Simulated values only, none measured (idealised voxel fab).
process module | voxel capacitor over wiring
cross-section cut | 245 nm wide | cells 5 nm
A cross-section is a grid of square cells, given in bands from the top down. A band is one or more rows of cells.
Each band's line starts with the height of the band's top and of its bottom, in nm. Then come its materials from left to right, each with its width in nm. One material with "throughout" fills the band from edge to edge. "air" is empty space.
Height 0 is the level under which the wafer as received is all one material. The lowest band goes on downwards, as in "0 down".
A width such as "30 to 40" changes by the same amount from each row of cells to the next, from the band's top row to its bottom row.
"no change" after a step means that no cell of the cross-section changed.
closed voids: empty space of 8 cells or more with no open way to the top, each as width x height at its distance from the left edge, in nm
after a step's settings: what the simulator itself notes on the step
overlay nm, on a step with a mask: how far to the right of its planned place the mask lay; to the left if negative
plan
1 op RECEIVE | material Si
2 op CONFORMAL_DEP | material SiO2 | thk nm 15
3 op CONFORMAL_DEP | material SiN | thk nm 5
4 op DIRECTIONAL_DEP | material SiO2 | thk nm 20
5 op DIRECTIONAL_DEP | material aC | thk nm 10
6 op PATTERN | tone open | mask id METAL_1 | material resist | width nm 25 | pitch nm 90 | thk nm 25 | overlay nm 0
7 op DIRECTIONAL_ETCH | etch materials aC | depth nm 10
8 op STRIP | etch materials resist
9 op DIRECTIONAL_ETCH | etch materials SiO2 | depth nm 20
10 op DIRECTIONAL_ETCH | etch materials SiN | depth nm 5
11 op STRIP | etch materials aC
12 op CONFORMAL_DEP | material TiN | thk nm 5
13 op FILL_DEP | material W | thk nm 10
14 op CMP | height nm 40
15 op CONFORMAL_DEP | material SiCN | thk nm 5
16 op DIRECTIONAL_DEP | material lowk | thk nm 20
17 op MASKED_ETCH | tone open | mask id PLUG_1 | width nm 15 | etch materials lowk | depth nm 20 | overlay nm 0
18 op MASKED_ETCH | tone open | mask id PLUG_1 | width nm 15 | etch materials SiCN | depth nm 5 | overlay nm -15
19 op CONFORMAL_DEP | material TiN | thk nm 5
20 op FILL_DEP | material W | thk nm 5
21 op CMP | height nm 65
22 op DIRECTIONAL_DEP | material TiN | thk nm 10
23 op DIRECTIONAL_DEP | material HfO2 | thk nm 5
24 op DIRECTIONAL_DEP | material TiN | thk nm 10
25 op DIRECTIONAL_DEP | material aC | thk nm 15
26 op PATTERN | tone cover | mask id UPPER_PLATE | material resist | width nm 70 | thk nm 30 | overlay nm 0
27 op DIRECTIONAL_ETCH | etch materials aC | depth nm 15
28 op STRIP | etch materials resist
29 op DIRECTIONAL_ETCH | etch materials TiN | depth nm 10
30 op DIRECTIONAL_ETCH | etch materials HfO2 | depth nm 5
31 op STRIP | etch materials aC
32 op DIRECTIONAL_DEP | material aC | thk nm 15
33 op PATTERN | tone cover | mask id LOWER_PLATE | material resist | width nm 80 | thk nm 30 | overlay nm 0
34 op DIRECTIONAL_ETCH | etch materials aC | depth nm 15
35 op STRIP | etch materials resist
36 op DIRECTIONAL_ETCH | etch materials TiN | depth nm 10
37 op STRIP | etch materials aC
38 op FILL_DEP | material SiO2 | thk nm 15
39 op CMP | height nm 100
40 op DIRECTIONAL_DEP | material aC | thk nm 15
41 op PATTERN | tone open | mask id PLUG_2 | material resist | width nm 15 | thk nm 35 | overlay nm 0
42 op DIRECTIONAL_ETCH | etch materials aC | depth nm 15
43 op STRIP | etch materials resist
44 op DIRECTIONAL_ETCH | etch materials SiO2 | depth nm 10
45 op STRIP | etch materials aC
46 op CONFORMAL_DEP | material TiN | thk nm 5
47 op FILL_DEP | material Ru | thk nm 10
48 op CMP | height nm 100
49 op CONFORMAL_DEP | material SiN | thk nm 5
varied across the wafers: overlay nm of step 18. The plan shows the first wafer's value. All wafers start alike
first wafer as received, after step 1
  0 down: Si throughout
  closed voids: none
first wafer at the end, after step 49
  105 to 100: SiN throughout
  100 to 95: SiO2 85 | TiN 5 | Ru 5 | TiN 5 | SiO2 145
  95 to 90: SiO2 85 | TiN 15 | SiO2 145
  90 to 80: SiO2 75 | TiN 70 | SiO2 100
  80 to 75: SiO2 75 | HfO2 70 | SiO2 100
  75 to 65: SiO2 70 | TiN 80 | SiO2 95
  65 to 50: lowk 75 | TiN 5 | W 5 | TiN 5 | lowk 155
  50 to 45: lowk 75 | TiN 15 | lowk 155
  45 to 40: SiCN throughout
  40 to 20: SiO2 65 | TiN 5 | W 15 | TiN 5 | SiO2 65 | TiN 5 | W 15 | TiN 5 | SiO2 65
  20 to 15: SiN 65 | TiN 25 | SiN 65 | TiN 25 | SiN 65
  15 to 0: SiO2 throughout
  0 down: Si throughout
  closed voids: none
last wafer at the end
  105 to 100: SiN throughout
  100 to 95: SiO2 85 | TiN 5 | Ru 5 | TiN 5 | SiO2 145
  95 to 90: SiO2 85 | TiN 15 | SiO2 145
  90 to 80: SiO2 75 | TiN 70 | SiO2 100
  80 to 75: SiO2 75 | HfO2 70 | SiO2 100
  75 to 65: SiO2 70 | TiN 80 | SiO2 95
  65 to 50: lowk 75 | TiN 5 | W 5 | TiN 5 | lowk 155
  50 to 45: lowk 75 | TiN 15 | lowk 155
  45 to 40: SiCN throughout
  40 to 20: SiO2 65 | TiN 5 | W 15 | TiN 5 | SiO2 65 | TiN 5 | W 15 | TiN 5 | SiO2 65
  20 to 15: SiN 65 | TiN 25 | SiN 65 | TiN 25 | SiN 65
  15 to 0: SiO2 throughout
  0 down: Si throughout
  closed voids: none
each wafer at the end: cells of each material gained (+) or lost (-) since it was received, then its closed voids
overlay nm -15 | +14 HfO2 | +1 Ru | +49 SiCN | +88 SiN | +566 SiO2 | +100 TiN | +27 W | +184 lowk | closed voids: none
overlay nm -10 | +14 HfO2 | +1 Ru | +48 SiCN | +88 SiN | +566 SiO2 | +101 TiN | +27 W | +184 lowk | closed voids: none
overlay nm -5 | +14 HfO2 | +1 Ru | +47 SiCN | +88 SiN | +566 SiO2 | +102 TiN | +27 W | +184 lowk | closed voids: none
overlay nm 0 | +14 HfO2 | +1 Ru | +46 SiCN | +88 SiN | +566 SiO2 | +102 TiN | +28 W | +184 lowk | closed voids: none
overlay nm 5 | +14 HfO2 | +1 Ru | +47 SiCN | +88 SiN | +566 SiO2 | +102 TiN | +27 W | +184 lowk | closed voids: none
overlay nm 10 | +14 HfO2 | +1 Ru | +48 SiCN | +88 SiN | +566 SiO2 | +101 TiN | +27 W | +184 lowk | closed voids: none
overlay nm 15 | +14 HfO2 | +1 Ru | +49 SiCN | +88 SiN | +566 SiO2 | +100 TiN | +27 W | +184 lowk | closed voids: none
